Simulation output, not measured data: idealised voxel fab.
The name of this process module is voxel ribs on slabs.
For reference, the cross-section in this document is cut, with width 140 nm and square cells of 5 nm.
Cross-sections here: square-cell grids, written as top-down lists of bands, a band being one or more rows of cells. It is stipulated that each band's entry specify, in nanometres, the height of the top of the band and then that of its bottom, followed by the materials of the band in left-to-right sequence, each together with its width in nanometres. A single material marked by the word "throughout" is understood to fill the band from edge to edge; the word "empty" is understood to denote empty space. For the purposes of this specification, 0 denotes the height below which the wafer in its as-received condition is composed wholly of one material, and the lowermost band, lacking a lower limit, extends downward without end, as expressed in "0..down". The width entry "30..40" should be interpreted row by row: the top row of cells in the band takes the first number, the bottom row takes the second number, and the change between adjacent rows is uniform throughout. Where a step carries "no alteration", the cross-section came out of it unchanged, cell for cell. Reported under the label "Trapped cavities" are the empty spaces having no open way to the top and comprising 8 cells or more; the notation for each is width x height at distance, in which the distance is measured from the left edge and all three values are in nm. That trailing text on a step's line, after the settings, is the simulator's own remark on the step. overlay nm: right-of-plan distance of the mask on a masked step; negative values mean left-of-plan.
-- Steps in the process plan
1 RECEIVE, material Si
2 DIRECTIONAL_DEP, material SiO2, thk nm 25
3 DIRECTIONAL_DEP, material polySi, thk nm 15
4 DIRECTIONAL_DEP, material aC, thk nm 10
5 PATTERN, tone cover, mask id RIB, material resist, width nm 25, thk nm 30, overlay nm 0
6 DIRECTIONAL_ETCH, etch materials aC, depth nm 10
7 STRIP, etch materials resist
8 DIRECTIONAL_ETCH, etch materials polySi, depth nm 10
9 STRIP, etch materials aC
10 DIRECTIONAL_DEP, material aC, thk nm 10
11 PATTERN, tone cover, mask id SLAB, material resist, width nm 65, thk nm 30, overlay nm 0
12 DIRECTIONAL_ETCH, etch materials aC, depth nm 10
13 STRIP, etch materials resist
14 DIRECTIONAL_ETCH, etch materials polySi, depth nm 5
15 STRIP, etch materials aC
16 FILL_DEP, material SiO2, thk nm 25
17 CMP, height nm 60
18 DIRECTIONAL_DEP, material TiN, thk nm 10
19 DIRECTIONAL_DEP, material aC, thk nm 10
20 PATTERN, tone cover, mask id HEATER, material resist, width nm 35, thk nm 25, overlay nm 0
21 DIRECTIONAL_ETCH, etch materials aC, depth nm 10
22 STRIP, etch materials resist
23 DIRECTIONAL_ETCH, etch materials TiN, depth nm 10
24 STRIP, etch materials aC
25 CONFORMAL_DEP, material SiO2, thk nm 10
-- Cross-section of the wafer at receipt, which is the condition after step 1
    0..down: Si throughout
    Trapped cavities: none
-- Look at the cross-section after the module: the wafer started out the way shown above and the plan was the one shown above, yet one mistake was made along the way
    80..70: 40 empty; 55 SiO2; 45 empty
    70..60: 50 SiO2; 35 TiN; 55 SiO2
    60..35: SiO2 throughout
    35..30: 55 SiO2; 25 polySi; 60 SiO2
    30..25: 35 polySi; 20 SiO2; 25 polySi; 20 SiO2; 40 polySi
    25..0: SiO2 throughout
    0..down: Si throughout
    Trapped cavities: none
Run error: step 11 did not happen as planned, as run it was PATTERN, tone open, mask id SLAB, material resist, width nm 65, thk nm 30, overlay nm 0
